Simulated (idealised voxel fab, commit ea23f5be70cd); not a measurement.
Process module under the name voxel gate over fins
Pictured: cross-section cut, 235 nm wide, on a grid of 5 nm square cells.
Format of a cross-section: grid, square cells. Given as bands. Order: top down. Band: one or more rows of cells.
Within each band entry, the heights of the top and of the bottom of the band appear first, in that order and in nm; the materials of the band then follow from left to right, each with its corresponding width in nm. The designation "full width" on a single material indicates that it fills the band from edge to edge; the designation "blank" indicates empty space.
For the purposes of this specification, 0 denotes the height below which the wafer in its as-received condition is composed wholly of one material, and the lowermost band, lacking a lower limit, extends downward without end, as expressed in "z 0 and below".
Think of "30..40" as a width that walks from the first number to the second as you go down the band, top row to bottom row, taking equal-sized steps from row to row.
"no modification" -> step changed no cross-section cell.
This entry, "Enclosed void inventory", enumerates those empty regions of no fewer than 8 cells that possess no open connection to the top. Each region is reported in the form width x height at distance, the distance being taken from the left edge, with all three quantities expressed in nm.
Note: text after step settings on the step line = simulator remark on that step.
"overlay nm", when on a step's line for a step with a mask, measures how far to the right of its planned place the mask lay; a negative measure means to the left.
[Here's what the planned process steps look like]
- 1: op RECEIVE | material Si
- 2: op CONFORMAL_DEP | material SiN | thk nm 5
- 3: op PATTERN | tone cover | mask id FINS | material resist | width nm 15 | pitch nm 40 | thk nm 15 | overlay nm 0
- 4: op DIRECTIONAL_ETCH | etch materials SiN | depth nm 5
- 5: op DIRECTIONAL_ETCH | etch materials Si | depth nm 35
- 6: op STRIP | etch materials resist
- 7: op OXIDIZE | depth nm 5
- 8: op FILL_DEP | material SiO2 | thk nm 10
- 9: op CMP | height nm 5
- 10: op SELECTIVE_ETCH | etch materials SiO2 | depth nm 15
- 11: op STRIP | etch materials SiN
- 12: op CONFORMAL_DEP | material HfO2 | thk nm 5
- 13: op CONFORMAL_DEP | material TiN | thk nm 5
- 14: op CONFORMAL_DEP | material TiAl | thk nm 5
- 15: op CONFORMAL_DEP | material TiN | thk nm 5
- 16: op FILL_DEP | material W | thk nm 10
- 17: op CMP | height nm 25
- 18: op CONFORMAL_DEP | material SiCN | thk nm 5
[So this is the incoming wafer in cross-section - it's already been through step 1]
* z 0 and below = Si full width
* Enclosed void inventory: none
[Looking at the first of two wafers in cross-section at end of module - ran to plan]
* z 30 to 25 = SiCN full width
* z 25 to 20 = W full width
* z 20 to 15 = W (75) / TiN (85) / W (75)
* z 15 to 10 = W (75) / TiN (5) / TiAl (35) / TiN (5) / TiAl (35) / TiN (5) / W (75)
* z 10 to 5 = TiN (80) / TiAl (5) / TiN (25) / TiAl (5) / TiN (5) / TiAl (5) / TiN (25) / TiAl (5) / TiN (80)
* z 5 to 0 = TiAl (85) / TiN (5) / HfO2 (15) / TiN (5) / TiAl (15) / TiN (5) / HfO2 (15) / TiN (5) / TiAl (85)
* z 0 to -5 = TiN (90) / HfO2 (5) / Si (5) / HfO2 (5) / TiN (25) / HfO2 (5) / Si (5) / HfO2 (5) / TiN (90)
* z -5 to -10 = HfO2 (95) / Si (5) / HfO2 (35) / Si (5) / HfO2 (95)
* z -10 to -40 = SiO2 (95) / Si (5) / SiO2 (35) / Si (5) / SiO2 (95)
* z -40 and below = Si full width
* Enclosed void inventory: none
[Presented here is a cross-section of the second of the two wafers as it stood at the end of the module. It was started in the same manner and assigned the same plan as the first wafer; however, one mistake was made in its execution]
* z 30 to 25 = SiCN full width
* z 25 to 20 = W full width
* z 20 to 15 = W (65) / TiN (85) / W (85)
* z 15 to 10 = W (65) / TiN (5) / TiAl (35) / TiN (5) / TiAl (35) / TiN (5) / W (85)
* z 10 to 5 = TiN (70) / TiAl (5) / TiN (25) / TiAl (5) / TiN (5) / TiAl (5) / TiN (25) / TiAl (5) / TiN (90)
* z 5 to 0 = TiAl (75) / TiN (5) / HfO2 (15) / TiN (5) / TiAl (15) / TiN (5) / HfO2 (15) / TiN (5) / TiAl (95)
* z 0 to -5 = TiN (80) / HfO2 (5) / Si (5) / HfO2 (5) / TiN (25) / HfO2 (5) / Si (5) / HfO2 (5) / TiN (100)
* z -5 to -10 = HfO2 (85) / Si (5) / HfO2 (35) / Si (5) / HfO2 (105)
* z -10 to -40 = SiO2 (85) / Si (5) / SiO2 (35) / Si (5) / SiO2 (105)
* z -40 and below = Si full width
* Enclosed void inventory: none
The mistake made against the process plan was this: note that step 3 departed from the planned setting and was carried out as op PATTERN | tone cover | mask id FINS | material resist | width nm 15 | pitch nm 40 | thk nm 15 | overlay nm -10
Final state: per-material cell counts identical on both wafers; locations differ.
